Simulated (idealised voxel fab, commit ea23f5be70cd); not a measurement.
voxel trench capacitor: a process module
In the cross-section labelled cut, the width is 280 nm and each square cell is 5 nm.
Just so we're on the same page, the cross-sections are grids of square cells, and they're listed out in bands top to bottom, each band one or more rows deep. Each band's line starts with the height of the band's top and of its bottom, in nm. Then come its materials from left to right, each with its width in nm. One material with "full width" fills the band from edge to edge. "empty" is empty space. Zero point of the height axis is 0; under it, received wafer = one material. Lowest band: continues down indefinitely, "0 nm and below". Top row gets the first number, bottom row gets the second, and each row in between changes by the same step: that is how a band width like "30..40" works. Step note "changes: none" = no cross-section cell changed. Basically, "Enclosed void listing" tells you about the enclosed voids: empty spaces with no open way to the top, 8 cells or bigger, each written width x height at distance, where distance is from the left edge, all in nm. after a step's settings: what the simulator itself notes on the step. A step's line can hold "overlay nm"; with a mask on that step, the setting says how far right of the planned place the mask lay, while a negative setting says it lay to the left.

**Steps planned for the process**
1. RECEIVE [material Si]
2. CONFORMAL_DEP [material SiN] [thk nm 10]
3. MASKED_ETCH [tone open] [mask id TRENCH] [width nm 20] [pitch nm 40] [etch materials SiN] [depth nm 10] [overlay nm 0]
4. MASKED_ETCH [tone open] [mask id TRENCH] [width nm 20] [pitch nm 40] [etch materials Si] [depth nm 40] [overlay nm 0]
5. CONFORMAL_DEP [material SiO2] [thk nm 5]
6. FILL_DEP [material polySi] [thk nm 10]
7. CMP [height nm 10]

**The cross-section here shows the wafer as received, i.e. in its state after step 1**
  0 nm and below | Si full width
  Enclosed void listing: none

**Wafer cross-section at end of module: start and plan as shown above, one execution error**
  10 nm to 0 nm | 90 SiN / 5 SiO2 / 10 polySi / 5 SiO2 / 20 SiN / 5 SiO2 / 10 polySi / 5 SiO2 / 20 SiN / 5 SiO2 / 10 polySi / 5 SiO2 / 90 SiN
  0 nm to -75 nm | 90 Si / 5 SiO2 / 10 polySi / 5 SiO2 / 20 Si / 5 SiO2 / 10 polySi / 5 SiO2 / 20 Si / 5 SiO2 / 10 polySi / 5 SiO2 / 90 Si
  -75 nm to -80 nm | 90 Si / 20 SiO2 / 20 Si / 20 SiO2 / 20 Si / 20 SiO2 / 90 Si
  -80 nm and below | Si full width
  Enclosed void listing: none
Short version of what went wrong: step 4 from the plan got run twice
